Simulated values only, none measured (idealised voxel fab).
Herein follows the process module entitled voxel capacitor over wiring.
For reference, the cross-section in this document is cut, with width 180 nm and square cells of 5 nm.
We lay out every cross-section as a grid of square cells and spell it out in bands from the top down, where one band means one or more rows of cells. Within each band entry, the heights of the top and of the bottom of the band appear first, in that order and in nm; the materials of the band then follow from left to right, each with its corresponding width in nm. The designation "all across" on a single material indicates that it fills the band from edge to edge; the designation "blank" indicates empty space. A quick word on heights: they are counted from 0, and under that level the wafer as it came to us is one material throughout. The lowest band is different from the rest in having no bottom; it simply continues downward, written as in "z 0 and below". It should be noted that a width expressed as "30->40" varies in equal increments from row to row of cells within the band, taking the value of the first number at the top row and that of the second number at the bottom row. Basically "no modifications" means that step didn't change any cell in the cross-section. The entry titled "Entrapped void list" provides the empty spaces that have no open way to the top, restricted to those of 8 cells or more. Each is presented as width x height at distance, the distance being measured from the left edge, with all three in nm. Past the settings on a step's line: simulator remark, on that step. A step's line can hold "overlay nm"; with a mask on that step, the setting says how far right of the planned place the mask lay, while a negative setting says it lay to the left.

-- Process steps (planned)
| 1 | RECEIVE with material Si |
| 2 | CONFORMAL_DEP with material SiO2, thk nm 15 |
| 3 | CONFORMAL_DEP with material SiCN, thk nm 5 |
| 4 | DIRECTIONAL_DEP with material SiO2, thk nm 25 |
| 5 | MASKED_ETCH with tone open, mask id METAL_1, width nm 25, pitch nm 75, etch materials SiO2, depth nm 25, overlay nm 0 |
| 6 | MASKED_ETCH with tone open, mask id METAL_1, width nm 25, pitch nm 75, etch materials SiCN, depth nm 5, overlay nm 0 |
| 7 | CONFORMAL_DEP with material TiN, thk nm 5 |
| 8 | FILL_DEP with material W, thk nm 10 |
| 9 | CMP with height nm 45 |
| 10 | CONFORMAL_DEP with material SiCN, thk nm 5 |
| 11 | DIRECTIONAL_DEP with material SiO2, thk nm 20 |
| 12 | MASKED_ETCH with tone open, mask id PLUG_1, width nm 15, etch materials SiO2, depth nm 20, overlay nm 0 |
| 13 | MASKED_ETCH with tone open, mask id PLUG_1, width nm 15, etch materials SiCN, depth nm 5, overlay nm 0 |
| 14 | EPI with material Ru, thk nm 10 |
| 15 | EPI with material Ru, thk nm 10 |
| 16 | EPI with material Ru, thk nm 5 |
| 17 | DIRECTIONAL_DEP with material TiN, thk nm 10 |
| 18 | DIRECTIONAL_DEP with material SiN, thk nm 5 |
| 19 | DIRECTIONAL_DEP with material TiN, thk nm 10 |
| 20 | MASKED_ETCH with tone cover, mask id UPPER_PLATE, width nm 55, etch materials TiN, depth nm 10, overlay nm 0 |
| 21 | MASKED_ETCH with tone cover, mask id UPPER_PLATE, width nm 55, etch materials SiN, depth nm 5, overlay nm 0 |
| 22 | PATTERN with tone cover, mask id LOWER_PLATE, material resist, width nm 65, thk nm 20, overlay nm 0 |
| 23 | DIRECTIONAL_ETCH with etch materials TiN, depth nm 10 |
| 24 | STRIP with etch materials resist |
| 25 | FILL_DEP with material SiO2, thk nm 15 |
| 26 | CMP with height nm 105 |
| 27 | MASKED_ETCH with tone open, mask id PLUG_2, width nm 15, etch materials SiO2, depth nm 10, overlay nm 0 |
| 28 | CONFORMAL_DEP with material TiN, thk nm 5 |
| 29 | FILL_DEP with material Cu, thk nm 10 |
| 30 | CMP with height nm 105 |
| 31 | CONFORMAL_DEP with material SiN, thk nm 5 |

-- First of two wafers, with the run carried out as planned

-- Incoming wafer, cross-sectional view, post step 1
  z 0 and below  Si all across
  Entrapped void list: none

-- Presented here is a cross-section of the wafer after step 2 has been performed
  z 15 to 0  SiO2 all across
  Under 0: no change, same as before.

-- Presented here is a cross-section of the wafer after step 3 has been performed
  z 20 to 15  SiCN all across
  Under 15: no change, same as before.

-- Presented here is a cross-section of the wafer after step 4 has been performed
  z 45 to 20  SiO2 all across
  Under 20: no change, same as before.

-- Presented here is a cross-section of the wafer after step 5 has been performed
  z 45 to 20  40 SiO2; 25 blank; 50 SiO2; 25 blank; 40 SiO2
  Under 20: no change, same as before.

-- Presented here is a cross-section of the wafer after step 6 has been performed
  z 45 to 20  40 SiO2; 25 blank; 50 SiO2; 25 blank; 40 SiO2
  z 20 to 15  40 SiCN; 25 blank; 50 SiCN; 25 blank; 40 SiCN
  Under 15: no change, same as before.

-- Presented here is a cross-section of the wafer after step 7 has been performed
  z 50 to 45  45 TiN; 15 blank; 60 TiN; 15 blank; 45 TiN
  z 45 to 20  40 SiO2; 5 TiN; 15 blank; 5 TiN; 50 SiO2; 5 TiN; 15 blank; 5 TiN; 40 SiO2
  z 20 to 15  40 SiCN; 25 TiN; 50 SiCN; 25 TiN; 40 SiCN
  Under 15: no change, same as before.

-- Presented here is a cross-section of the wafer after step 8 has been performed
  z 60 to 50  W all across
  z 50 to 45  45 TiN; 15 W; 60 TiN; 15 W; 45 TiN
  z 45 to 20  40 SiO2; 5 TiN; 15 W; 5 TiN; 50 SiO2; 5 TiN; 15 W; 5 TiN; 40 SiO2
  Under 20: no change, same as before.

-- Presented here is a cross-section of the wafer after step 9 has been performed
  z 45 to 20  40 SiO2; 5 TiN; 15 W; 5 TiN; 50 SiO2; 5 TiN; 15 W; 5 TiN; 40 SiO2
  Under 20: no change, same as before.

-- Presented here is a cross-section of the wafer after step 10 has been performed
  z 50 to 45  SiCN all across
  Under 45: no change, same as before.

-- Presented here is a cross-section of the wafer after step 11 has been performed
  z 70 to 50  SiO2 all across
  Under 50: no change, same as before.

-- Presented here is a cross-section of the wafer after step 12 has been performed
  z 70 to 50  50 SiO2; 15 blank; 115 SiO2
  Under 50: no change, same as before.

-- Presented here is a cross-section of the wafer after step 13 has been performed
  z 70 to 50  50 SiO2; 15 blank; 115 SiO2
  z 50 to 45  50 SiCN; 15 blank; 115 SiCN
  Under 45: no change, same as before.

-- Presented here is a cross-section of the wafer after step 14 has been performed
  z 70 to 55  50 SiO2; 15 blank; 115 SiO2
  z 55 to 50  50 SiO2; 15 Ru; 115 SiO2
  z 50 to 45  50 SiCN; 15 Ru; 115 SiCN
  Under 45: no change, same as before.

-- Presented here is a cross-section of the wafer after step 15 has been performed
  z 70 to 65  50 SiO2; 15 blank; 115 SiO2
  z 65 to 50  50 SiO2; 15 Ru; 115 SiO2
  Under 50: no change, same as before.

-- Presented here is a cross-section of the wafer after step 16 has been performed
  z 70 to 50  50 SiO2; 15 Ru; 115 SiO2
  Under 50: no change, same as before.

-- Presented here is a cross-section of the wafer after step 17 has been performed
  z 80 to 70  TiN all across
  Under 70: no change, same as before.

-- Presented here is a cross-section of the wafer after step 18 has been performed
  z 85 to 80  SiN all across
  Under 80: no change, same as before.

-- Presented here is a cross-section of the wafer after step 19 has been performed
  z 95 to 85  TiN all across
  Under 85: no change, same as before.

-- Presented here is a cross-section of the wafer after step 20 has been performed
  z 95 to 85  50 blank; 55 TiN; 75 blank
  Under 85: no change, same as before.

-- Presented here is a cross-section of the wafer after step 21 has been performed
  z 95 to 85  50 blank; 55 TiN; 75 blank
  z 85 to 80  50 blank; 55 SiN; 75 blank
  Under 80: no change, same as before.

-- Presented here is a cross-section of the wafer after step 22 has been performed
  z 115 to 95  45 blank; 65 resist; 70 blank
  z 95 to 85  45 blank; 5 resist; 55 TiN; 5 resist; 70 blank
  z 85 to 80  45 blank; 5 resist; 55 SiN; 5 resist; 70 blank
  Under 80: no change, same as before.

-- Presented here is a cross-section of the wafer after step 23 has been performed
  z 115 to 95  45 blank; 65 resist; 70 blank
  z 95 to 85  45 blank; 5 resist; 55 TiN; 5 resist; 70 blank
  z 85 to 80  45 blank; 5 resist; 55 SiN; 5 resist; 70 blank
  z 80 to 70  45 blank; 65 TiN; 70 blank
  Under 70: no change, same as before.

-- Presented here is a cross-section of the wafer after step 24 has been performed
  z 95 to 85  50 blank; 55 TiN; 75 blank
  z 85 to 80  50 blank; 55 SiN; 75 blank
  Under 80: no change, same as before.

-- Presented here is a cross-section of the wafer after step 25 has been performed
  z 110 to 95  SiO2 all across
  z 95 to 85  50 SiO2; 55 TiN; 75 SiO2
  z 85 to 80  50 SiO2; 55 SiN; 75 SiO2
  z 80 to 70  45 SiO2; 65 TiN; 70 SiO2
  Under 70: no change, same as before.

-- Presented here is a cross-section of the wafer after step 26 has been performed
  z 105 to 95  SiO2 all across
  Under 95: no change, same as before.

-- Presented here is a cross-section of the wafer after step 27 has been performed
  z 105 to 95  60 SiO2; 15 blank; 105 SiO2
  Under 95: no change, same as before.

-- Presented here is a cross-section of the wafer after step 28 has been performed
  z 110 to 105  65 TiN; 5 blank; 110 TiN
  z 105 to 100  60 SiO2; 5 TiN; 5 blank; 5 TiN; 105 SiO2
  z 100 to 95  60 SiO2; 15 TiN; 105 SiO2
  Under 95: no change, same as before.

-- Presented here is a cross-section of the wafer after step 29 has been performed
  z 120 to 110  Cu all across
  z 110 to 105  65 TiN; 5 Cu; 110 TiN
  z 105 to 100  60 SiO2; 5 TiN; 5 Cu; 5 TiN; 105 SiO2
  Under 100: no change, same as before.

-- Presented here is a cross-section of the wafer after step 30 has been performed
  z 105 to 100  60 SiO2; 5 TiN; 5 Cu; 5 TiN; 105 SiO2
  Under 100: no change, same as before.

-- Presented here is a cross-section of the wafer after step 31 has been performed
  z 110 to 105  SiN all across
  Under 105: no change, same as before.

-- Notes, second wafer: start = first wafer's, plan = first wafer's, execution had one mistake; history identical to first through step 26

-- Second wafer, cut view, end of step 27 per plan
  z 105 to 95  60 blank; 15 SiO2; 105 blank
  Under 95: no change, same as before.

-- Second wafer, cut view, end of step 28 per plan
  z 110 to 105  55 blank; 25 TiN; 100 blank
  z 105 to 100  55 blank; 5 TiN; 15 SiO2; 5 TiN; 100 blank
  z 100 to 95  60 TiN; 15 SiO2; 105 TiN
  Under 95: no change, same as before.

-- Second wafer, cut view, end of step 29 per plan
  z 120 to 110  Cu all across
  z 110 to 105  55 Cu; 25 TiN; 100 Cu
  z 105 to 100  55 Cu; 5 TiN; 15 SiO2; 5 TiN; 100 Cu
  Under 100: no change, same as before.

-- Second wafer, cut view, end of step 30 per plan
  z 105 to 100  55 Cu; 5 TiN; 15 SiO2; 5 TiN; 100 Cu
  Under 100: no change, same as before.

-- Second wafer, cut view, end of step 31 per plan
  z 110 to 105  SiN all across
  Under 105: no change, same as before.
What was the processing mistake? step 27 changed vs plan, executed as MASKED_ETCH with tone cover, mask id PLUG_2, width nm 15, etch materials SiO2, depth nm 10, overlay nm 0
At the finish, the second wafer shows more or fewer cells for some materials than the first does: Cu +30, SiO2 -60, TiN +30
